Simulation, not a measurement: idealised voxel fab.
The following is a process module called voxel self aligned vias.
The width of the displayed cross-section, cut, is 155 nm; its cells are square, with a size of 5 nm.
For the purposes of this document, a cross-section shall be understood as a grid of square cells, specified as bands listed in top-to-bottom order, each band consisting of one or more rows of cells.
In this notation a band is specified by the heights of its top and bottom, in that order and in nm, after which its materials appear from left to right, each paired with its width in nm. The word "full width" attached to a single material means that material fills the band from edge to edge; the word "blank" stands for empty space.
Height datum 0, below which the as-received substrate wafer is one material. Lowest band open at the bottom, running downward: "from 0 down".
A two-number width, for instance "30->40", indicates that the width is equal to the first number in the top row of the band and to the second number in the bottom row, and that it changes by a constant amount per row of cells.
It should be understood that the words "stayed the same", when stated for a given step, signify that the cross-section underwent no change in any of its cells during that step.
Entry "Sealed voids". Content: empty spaces with no open connection to the top, size 8 cells or greater. Each: width x height at distance. Distance: from left edge. Unit: nm.
Whatever follows a step's settings on its line is a remark the simulator itself makes about that step.
If you see "overlay nm" on a step's line and that step has a mask, it's telling you how far right of where it was planned the mask ended up; a negative number means it went left instead.
## Planned step list for the process
1) op RECEIVE | material Si
2) op CONFORMAL_DEP | material SiO2 | thk nm 15
3) op CONFORMAL_DEP | material SiCN | thk nm 5
4) op DIRECTIONAL_DEP | material lowk | thk nm 30
5) op MASKED_ETCH | tone open | mask id LINES | width nm 30 | pitch nm 60 | etch materials lowk | depth nm 30 | overlay nm 0
6) op CONFORMAL_DEP | material TiN | thk nm 5
7) op FILL_DEP | material W | thk nm 5
8) op CMP | height nm 50
9) op SELECTIVE_ETCH | etch materials W Ru TiN | depth nm 5
10) op FILL_DEP | material SiN | thk nm 10
11) op CMP | height nm 50
12) op DIRECTIONAL_DEP | material lowk | thk nm 20
13) op DIRECTIONAL_DEP | material aC | thk nm 10
14) op PATTERN | tone open | mask id VIAS | material resist | width nm 40 | pitch nm 60 | thk nm 25 | overlay nm 0
15) op DIRECTIONAL_ETCH | etch materials aC | depth nm 10
16) op STRIP | etch materials resist
17) op DIRECTIONAL_ETCH | etch materials lowk | depth nm 20
18) op DIRECTIONAL_ETCH | etch materials SiN | depth nm 5
19) op STRIP | etch materials aC
20) op CONFORMAL_DEP | material TiN | thk nm 5
21) op FILL_DEP | material Ru | thk nm 5
22) op CMP | height nm 60
23) op CONFORMAL_DEP | material SiN | thk nm 5
Split variable: height nm, step 22. Plan value = first wafer. Wafers start alike.
## Cross-section, first of several wafers, as delivered after step 1
* from 0 down | Si full width
* Sealed voids: none
## Cross-sectional representation of the first of several wafers at the end of the module, i.e. after its terminal step, step 23
* from 65 to 60 | SiN full width
* from 60 to 50 | lowk 25 / TiN 5->10 / Ru 30->20 / TiN 5->10 / lowk 20 / TiN 5->10 / Ru 30->20 / TiN 5->10 / lowk 30
* from 50 to 45 | lowk 30 / TiN 30 / lowk 30 / TiN 30 / lowk 35
* from 45 to 25 | lowk 30 / TiN 5 / W 20 / TiN 5 / lowk 30 / TiN 5 / W 20 / TiN 5 / lowk 35
* from 25 to 20 | lowk 30 / TiN 30 / lowk 30 / TiN 30 / lowk 35
* from 20 to 15 | SiCN full width
* from 15 to 0 | SiO2 full width
* from 0 down | Si full width
* Sealed voids: none
## Cross-section at module completion, last wafer
* from 85 to 80 | SiN full width
* from 80 to 75 | Ru full width
* from 75 to 70 | TiN 30 / Ru 30 / TiN 30 / Ru 30 / TiN 35
* from 70 to 55 | lowk 25 / TiN 5 / Ru 30 / TiN 5 / lowk 20 / TiN 5 / Ru 30 / TiN 5 / lowk 30
* from 55 to 50 | lowk 25 / TiN 10 / Ru 20 / TiN 10 / lowk 20 / TiN 10 / Ru 20 / TiN 10 / lowk 30
* from 50 to 45 | lowk 30 / TiN 30 / lowk 30 / TiN 30 / lowk 35
* from 45 to 25 | lowk 30 / TiN 5 / W 20 / TiN 5 / lowk 30 / TiN 5 / W 20 / TiN 5 / lowk 35
* from 25 to 20 | lowk 30 / TiN 30 / lowk 30 / TiN 30 / lowk 35
* from 20 to 15 | SiCN full width
* from 15 to 0 | SiO2 full width
* from 0 down | Si full width
* Sealed voids: none
## each wafer at the end: cells of each material gained (+) or lost (-) since it was received, then its closed voids
height nm 60, +20 Ru, +31 SiCN, +31 SiN, +93 SiO2, +52 TiN, +32 W, +144 lowk, Sealed voids: none
height nm 65, +32 Ru, +31 SiCN, +31 SiN, +93 SiO2, +56 TiN, +32 W, +159 lowk, Sealed voids: none
height nm 70, +44 Ru, +31 SiCN, +31 SiN, +93 SiO2, +60 TiN, +32 W, +174 lowk, Sealed voids: none
height nm 75, +56 Ru, +31 SiCN, +31 SiN, +93 SiO2, +79 TiN, +32 W, +174 lowk, Sealed voids: none
height nm 80, +87 Ru, +31 SiCN, +31 SiN, +93 SiO2, +79 TiN, +32 W, +174 lowk, Sealed voids: none
